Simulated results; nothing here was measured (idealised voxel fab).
Proc. module: voxel trench capacitor
205 nm wide, 5 nm square cells: that's cross-section cut.
Cross-section layout: square cells on a grid; listed as bands, top to bottom; a band spans one or more cell rows.
Band entry format. Leading values: height of top, height of bottom, nm. Remainder: materials in left-to-right order, each with its width in nm. Special words: "throughout" on a single material, which then fills the band edge to edge; "air", empty space.
Measure heights from 0. That's the level where, below it, the as-received wafer is all one material. The lowest band is bottomless and extends downward; write it as in "top 0, no bottom".
Width: "30->40" (first number = top row, second number = bottom row, same change from row to row of cells).
The cross-section has no changed cell in any step marked "no change occurred".
For the entry "Fully closed voids", the listed items are empty spaces with no open way to the top whose size is 8 cells or more; each item follows the pattern width x height at distance, where distance is from the left edge and all three are in nm.
Where a step's line continues beyond its settings, the continuation is a remark by the simulator itself on that step.
The setting "overlay nm" may be written on the line of a step. When the step uses a mask, the value reports how far to the right of the planned place the mask lay, and a negative value reports that it lay to the left.

Here's what the planned process steps look like
- 1: RECEIVE,material Si
- 2: CONFORMAL_DEP,material SiN,thk nm 10
- 3: DIRECTIONAL_DEP,material aC,thk nm 15
- 4: PATTERN,tone open,mask id TRENCH,material resist,width nm 25,pitch nm 45,thk nm 35,overlay nm -15
- 5: DIRECTIONAL_ETCH,etch materials aC,depth nm 15
- 6: STRIP,etch materials resist
- 7: DIRECTIONAL_ETCH,etch materials SiN,depth nm 10
- 8: DIRECTIONAL_ETCH,etch materials Si,depth nm 40
- 9: STRIP,etch materials aC
- 10: CONFORMAL_DEP,material HfO2,thk nm 5
- 11: CONFORMAL_DEP,material TiN,thk nm 5
- 12: FILL_DEP,material W,thk nm 5
- 13: CMP,height nm 10
Variable across wafers: step 4 overlay nm (plan value is that of the first wafer; starting state common to all).

First of several wafers, received after step 1, in cross-section
* top 0, no bottom | Si throughout
* Fully closed voids: none

Cross-section after step 13, the final step of the module, for the first of several wafers
* top 10, bottom 0 | 50 SiN; 5 HfO2; 5 TiN; 5 W; 5 TiN; 5 HfO2; 20 SiN; 5 HfO2; 5 TiN; 5 W; 5 TiN; 5 HfO2; 85 SiN
* top 0, bottom -30 | 50 Si; 5 HfO2; 5 TiN; 5 W; 5 TiN; 5 HfO2; 20 Si; 5 HfO2; 5 TiN; 5 W; 5 TiN; 5 HfO2; 85 Si
* top -30, bottom -35 | 50 Si; 5 HfO2; 15 TiN; 5 HfO2; 20 Si; 5 HfO2; 15 TiN; 5 HfO2; 85 Si
* top -35, bottom -40 | 50 Si; 25 HfO2; 20 Si; 25 HfO2; 85 Si
* top -40, no bottom | Si throughout
* Fully closed voids: none

End of module: cross-section, last of several wafers
* top 10, bottom 0 | 80 SiN; 5 HfO2; 5 TiN; 5 W; 5 TiN; 5 HfO2; 20 SiN; 5 HfO2; 5 TiN; 5 W; 5 TiN; 5 HfO2; 55 SiN
* top 0, bottom -30 | 80 Si; 5 HfO2; 5 TiN; 5 W; 5 TiN; 5 HfO2; 20 Si; 5 HfO2; 5 TiN; 5 W; 5 TiN; 5 HfO2; 55 Si
* top -30, bottom -35 | 80 Si; 5 HfO2; 15 TiN; 5 HfO2; 20 Si; 5 HfO2; 15 TiN; 5 HfO2; 55 Si
* top -35, bottom -40 | 80 Si; 25 HfO2; 20 Si; 25 HfO2; 55 Si
* top -40, no bottom | Si throughout
* Fully closed voids: none

Per wafer (row), end of module: delta in cells per material since receipt, (+) for gained, (-) for lost; closed voids after that
overlay nm -15; +46 HfO2; -80 Si; +62 SiN; +38 TiN; +16 W; Fully closed voids: none
overlay nm -10; +46 HfO2; -80 Si; +62 SiN; +38 TiN; +16 W; Fully closed voids: none
overlay nm -5; +46 HfO2; -80 Si; +62 SiN; +38 TiN; +16 W; Fully closed voids: none
overlay nm 0; +46 HfO2; -80 Si; +62 SiN; +38 TiN; +16 W; Fully closed voids: none
overlay nm 5; +46 HfO2; -80 Si; +62 SiN; +38 TiN; +16 W; Fully closed voids: none
overlay nm 10; +46 HfO2; -80 Si; +62 SiN; +38 TiN; +16 W; Fully closed voids: none
overlay nm 15; +46 HfO2; -80 Si; +62 SiN; +38 TiN; +16 W; Fully closed voids: none
